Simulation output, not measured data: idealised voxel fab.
Documented hereafter: the process module known as voxel double patterning.
The cross-section on display is named cut; it measures 210 nm wide, and its cells are 5 nm squares.
Heads up, the way a cross-section reads in here is a grid of square cells, handed over as bands from the top down, with every band being one or more rows of cells.
Band: top height; bottom height; in nm. Then, left to right: material with width in nm, for each material. "everywhere": a single material spanning edge to edge. "blank": empty space.
Beneath 0, the wafer as received is one material, and that level is where height counting begins. The lowest band goes on downward without a bottom; it is written like "0 nm and below".
Quick explanation for "30->40": the width changes in equal steps down the rows of cells, from the first number in the band's top row to the second number in its bottom row.
Reading "no alterations made" for a step: not a cell of the cross-section changed in it.
"closed voids" means: voids of 8 cells or more that are shut off from the top with no open way through. Written width x height at distance, distance from the left edge, in nm.
Anything after a step's settings on that line? It's the simulator's own note about the step.
Regarding "overlay nm": on a step with a mask, it is the distance the mask lay to the right of its planned place; a negative value places it to the left.
Process steps foreseen in the plan
1) RECEIVE, material Si
2) CONFORMAL_DEP, material SiO2, thk nm 10
3) DIRECTIONAL_DEP, material polySi, thk nm 10
4) DIRECTIONAL_DEP, material SiN, thk nm 10
5) DIRECTIONAL_DEP, material aC, thk nm 10
6) PATTERN, tone open, mask id FIRST, material resist, width nm 15, pitch nm 50, thk nm 25, overlay nm 0
7) DIRECTIONAL_ETCH, etch materials aC, depth nm 10
8) STRIP, etch materials resist
9) DIRECTIONAL_ETCH, etch materials SiN, depth nm 10
10) STRIP, etch materials aC
11) MASKED_ETCH, tone open, mask id SECOND, width nm 15, pitch nm 50, etch materials SiN, depth nm 10, overlay nm 0
12) DIRECTIONAL_ETCH, etch materials polySi, depth nm 10
13) STRIP, etch materials SiN
As received (post step 1): cross-section
  0 nm and below  Si everywhere
  closed voids: none
Starting wafer: above. Plan: above. Run: one mistake. Cross-section after the module: below
  20 nm to 10 nm  polySi=55; blank=30; polySi=20; blank=30; polySi=20; blank=15; polySi=40
  10 nm to 0 nm  SiO2 everywhere
  0 nm and below  Si everywhere
  closed voids: none
It is concluded that the wafer was processed incorrectly with respect to the plan, in that step 6 deviated from plan and actually ran as PATTERN, tone open, mask id FIRST, material resist, width nm 15, pitch nm 50, thk nm 25, overlay nm 10
